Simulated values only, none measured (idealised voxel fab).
Herein follows the process module entitled voxel capacitor over wiring.
FYI the section here is cut, 280 nm wide, cells are 5 nm squares.
A cross-section in this document is a grid of square cells, and it is written down as bands, the top band listed before the ones below it; a band is made up of one or more rows of cells.
Per band: top height and bottom height in nm, followed by the left-to-right materials and their widths in nm; "edge to edge" marks a single material spanning edge to edge, "air" marks empty space.
Where do heights start? At 0: under that level the wafer as delivered is made of one material only. And the lowest band has no floor; it just carries on downward, as in "from 0 down".
A two-number width, for instance "30..40", indicates that the width is equal to the first number in the top row of the band and to the second number in the bottom row, and that it changes by a constant amount per row of cells.
Key: "same as before" - step with no changed cell in the cross-section.
So "Sealed voids" is basically the list of trapped voids: any empty space of 8 cells or more that can't reach the top through an opening. They're written width x height at distance, the distance being from the left edge, and it's all nm.
Where a step's line continues beyond its settings, the continuation is a remark by the simulator itself on that step.
Steps that use a mask can have "overlay nm" on their line. It says how far the mask sat to the right of where it was meant to be. Negative means to the left.

Steps in the process plan:
1) RECEIVE,material Si
2) CONFORMAL_DEP,material SiO2,thk nm 15
3) DIRECTIONAL_DEP,material TiN,thk nm 5
4) DIRECTIONAL_DEP,material W,thk nm 15
5) DIRECTIONAL_DEP,material aC,thk nm 10
6) PATTERN,tone cover,mask id METAL_1,material resist,width nm 20,pitch nm 70,thk nm 30,overlay nm 0
7) DIRECTIONAL_ETCH,etch materials aC,depth nm 10
8) STRIP,etch materials resist
9) DIRECTIONAL_ETCH,etch materials W,depth nm 15
10) DIRECTIONAL_ETCH,etch materials TiN,depth nm 5
11) STRIP,etch materials aC
12) FILL_DEP,material SiO2,thk nm 5
13) CMP,height nm 35
14) CONFORMAL_DEP,material SiCN,thk nm 5
15) DIRECTIONAL_DEP,material SiO2,thk nm 15
16) MASKED_ETCH,tone open,mask id PLUG_1,width nm 15,etch materials SiO2,depth nm 15,overlay nm 0
17) MASKED_ETCH,tone open,mask id PLUG_1,width nm 15,etch materials SiCN,depth nm 5,overlay nm 0
18) EPI,material Ru,thk nm 10
19) EPI,material Ru,thk nm 10
20) DIRECTIONAL_DEP,material TiN,thk nm 10
21) DIRECTIONAL_DEP,material SiN,thk nm 5
22) DIRECTIONAL_DEP,material TiN,thk nm 5
23) PATTERN,tone cover,mask id UPPER_PLATE,material resist,width nm 55,thk nm 20,overlay nm 0
24) DIRECTIONAL_ETCH,etch materials TiN,depth nm 5
25) DIRECTIONAL_ETCH,etch materials SiN,depth nm 5
26) STRIP,etch materials resist
27) DIRECTIONAL_DEP,material aC,thk nm 10
28) PATTERN,tone cover,mask id LOWER_PLATE,material resist,width nm 65,thk nm 25,overlay nm 0
29) DIRECTIONAL_ETCH,etch materials aC,depth nm 10
30) STRIP,etch materials resist
31) DIRECTIONAL_ETCH,etch materials TiN,depth nm 10
32) STRIP,etch materials aC
33) FILL_DEP,material SiO2,thk nm 20
34) CMP,height nm 90
35) PATTERN,tone open,mask id PLUG_2,material resist,width nm 15,thk nm 15,overlay nm 0
36) DIRECTIONAL_ETCH,etch materials SiO2,depth nm 15
37) STRIP,etch materials resist
38) CONFORMAL_DEP,material TiN,thk nm 5
39) FILL_DEP,material W,thk nm 10
40) CMP,height nm 90
41) CONFORMAL_DEP,material SiN,thk nm 5

The first of a set of two wafers, run to plan:

Here's what the wafer looked like in cross-section when it arrived - that's after step 1:
> from 0 down = Si edge to edge
> Sealed voids: none

Wafer after step 2 (cross-section):
> from 15 to 0 = SiO2 edge to edge
> All layers under 0 are left as they were.

Wafer after step 3 (cross-section):
> from 20 to 15 = TiN edge to edge
> All layers under 15 are left as they were.

Wafer after step 4 (cross-section):
> from 35 to 20 = W edge to edge
> All layers under 20 are left as they were.

Wafer after step 5 (cross-section):
> from 45 to 35 = aC edge to edge
> All layers under 35 are left as they were.

Wafer after step 6 (cross-section):
> from 75 to 45 = air=95 | resist=20 | air=50 | resist=20 | air=95
> All layers under 45 are left as they were.

Wafer after step 7 (cross-section):
> from 65 to 45 = air=95 | resist=20 | air=50 | resist=20 | air=95
> from 45 to 35 = air=95 | aC=20 | air=50 | aC=20 | air=95
> All layers under 35 are left as they were.

Wafer after step 8 (cross-section):
> from 45 to 35 = air=95 | aC=20 | air=50 | aC=20 | air=95
> All layers under 35 are left as they were.

Wafer after step 9 (cross-section):
> from 45 to 35 = air=95 | aC=20 | air=50 | aC=20 | air=95
> from 35 to 20 = air=95 | W=20 | air=50 | W=20 | air=95
> All layers under 20 are left as they were.

Wafer after step 10 (cross-section):
> from 45 to 35 = air=95 | aC=20 | air=50 | aC=20 | air=95
> from 35 to 20 = air=95 | W=20 | air=50 | W=20 | air=95
> from 20 to 15 = air=95 | TiN=20 | air=50 | TiN=20 | air=95
> All layers under 15 are left as they were.

Wafer after step 11 (cross-section):
> from 35 to 20 = air=95 | W=20 | air=50 | W=20 | air=95
> All layers under 20 are left as they were.

Wafer after step 12 (cross-section):
> from 40 to 35 = SiO2 edge to edge
> from 35 to 20 = SiO2=95 | W=20 | SiO2=50 | W=20 | SiO2=95
> from 20 to 15 = SiO2=95 | TiN=20 | SiO2=50 | TiN=20 | SiO2=95
> All layers under 15 are left as they were.

Wafer after step 13 (cross-section):
> from 35 to 20 = SiO2=95 | W=20 | SiO2=50 | W=20 | SiO2=95
> All layers under 20 are left as they were.

Wafer after step 14 (cross-section):
> from 40 to 35 = SiCN edge to edge
> All layers under 35 are left as they were.

Wafer after step 15 (cross-section):
> from 55 to 40 = SiO2 edge to edge
> All layers under 40 are left as they were.

Wafer after step 16 (cross-section):
> from 55 to 40 = SiO2=100 | air=15 | SiO2=165
> All layers under 40 are left as they were.

Wafer after step 17 (cross-section):
> from 55 to 40 = SiO2=100 | air=15 | SiO2=165
> from 40 to 35 = SiCN=100 | air=15 | SiCN=165
> All layers under 35 are left as they were.

Wafer after step 18 (cross-section):
> from 55 to 45 = SiO2=100 | air=15 | SiO2=165
> from 45 to 40 = SiO2=100 | Ru=15 | SiO2=165
> from 40 to 35 = SiCN=100 | Ru=15 | SiCN=165
> All layers under 35 are left as they were.

Wafer after step 19 (cross-section):
> from 55 to 40 = SiO2=100 | Ru=15 | SiO2=165
> All layers under 40 are left as they were.

Wafer after step 20 (cross-section):
> from 65 to 55 = TiN edge to edge
> All layers under 55 are left as they were.

Wafer after step 21 (cross-section):
> from 70 to 65 = SiN edge to edge
> All layers under 65 are left as they were.

Wafer after step 22 (cross-section):
> from 75 to 70 = TiN edge to edge
> All layers under 70 are left as they were.

Wafer after step 23 (cross-section):
> from 95 to 75 = air=100 | resist=55 | air=125
> All layers under 75 are left as they were.

Wafer after step 24 (cross-section):
> from 95 to 75 = air=100 | resist=55 | air=125
> from 75 to 70 = air=100 | TiN=55 | air=125
> All layers under 70 are left as they were.

Wafer after step 25 (cross-section):
> from 95 to 75 = air=100 | resist=55 | air=125
> from 75 to 70 = air=100 | TiN=55 | air=125
> from 70 to 65 = air=100 | SiN=55 | air=125
> All layers under 65 are left as they were.

Wafer after step 26 (cross-section):
> from 75 to 70 = air=100 | TiN=55 | air=125
> All layers under 70 are left as they were.

Wafer after step 27 (cross-section):
> from 85 to 75 = air=100 | aC=55 | air=125
> from 75 to 70 = aC=100 | TiN=55 | aC=125
> from 70 to 65 = aC=100 | SiN=55 | aC=125
> All layers under 65 are left as they were.

Wafer after step 28 (cross-section):
> from 110 to 85 = air=95 | resist=65 | air=120
> from 85 to 75 = air=95 | resist=5 | aC=55 | resist=5 | air=120
> All layers under 75 are left as they were.

Wafer after step 29 (cross-section):
> from 100 to 85 = air=95 | resist=65 | air=120
> from 85 to 75 = air=95 | resist=5 | aC=55 | resist=5 | air=120
> from 75 to 70 = air=95 | aC=5 | TiN=55 | aC=5 | air=120
> from 70 to 65 = air=95 | aC=5 | SiN=55 | aC=5 | air=120
> All layers under 65 are left as they were.

Wafer after step 30 (cross-section):
> from 85 to 75 = air=100 | aC=55 | air=125
> All layers under 75 are left as they were.

Wafer after step 31 (cross-section):
> from 85 to 75 = air=100 | aC=55 | air=125
> from 75 to 70 = air=95 | aC=5 | TiN=55 | aC=5 | air=120
> from 70 to 65 = air=95 | aC=5 | SiN=55 | aC=5 | air=120
> from 65 to 55 = air=95 | TiN=65 | air=120
> All layers under 55 are left as they were.

Wafer after step 32 (cross-section):
> from 75 to 70 = air=100 | TiN=55 | air=125
> from 70 to 65 = air=100 | SiN=55 | air=125
> All layers under 65 are left as they were.

Wafer after step 33 (cross-section):
> from 95 to 75 = SiO2 edge to edge
> from 75 to 70 = SiO2=100 | TiN=55 | SiO2=125
> from 70 to 65 = SiO2=100 | SiN=55 | SiO2=125
> from 65 to 55 = SiO2=95 | TiN=65 | SiO2=120
> All layers under 55 are left as they were.

Wafer after step 34 (cross-section):
> from 90 to 75 = SiO2 edge to edge
> All layers under 75 are left as they were.

Wafer after step 35 (cross-section):
> from 105 to 90 = resist=110 | air=15 | resist=155
> All layers under 90 are left as they were.

Wafer after step 36 (cross-section):
> from 105 to 90 = resist=110 | air=15 | resist=155
> from 90 to 75 = SiO2=110 | air=15 | SiO2=155
> All layers under 75 are left as they were.

Wafer after step 37 (cross-section):
> from 90 to 75 = SiO2=110 | air=15 | SiO2=155
> All layers under 75 are left as they were.

Wafer after step 38 (cross-section):
> from 95 to 90 = TiN=115 | air=5 | TiN=160
> from 90 to 80 = SiO2=110 | TiN=5 | air=5 | TiN=5 | SiO2=155
> from 80 to 70 = SiO2=110..100 | TiN=15..55 | SiO2=155..125
> All layers under 70 are left as they were.

Wafer after step 39 (cross-section):
> from 105 to 95 = W edge to edge
> from 95 to 90 = TiN=115 | W=5 | TiN=160
> from 90 to 80 = SiO2=110 | TiN=5 | W=5 | TiN=5 | SiO2=155
> All layers under 80 are left as they were.

Wafer after step 40 (cross-section):
> from 90 to 80 = SiO2=110 | TiN=5 | W=5 | TiN=5 | SiO2=155
> All layers under 80 are left as they were.

Wafer after step 41 (cross-section):
> from 95 to 90 = SiN edge to edge
> All layers under 90 are left as they were.

For the second wafer, take the first wafer's start and plan, then add one mistake made in running it; everything through step 39, that step included, is shared with the first:

The second wafer cut through, at the time step 40 was supposed to be finished: same as before

The second wafer cut through, at the time step 41 was supposed to be finished:
> from 110 to 105 = SiN edge to edge
> All layers under 105 are left as they were.
what went wrong: plan step 40 skipped
FYI, end of process, the second wafer has more or fewer cells of some materials than the first: TiN: 55 more, W: 113 more
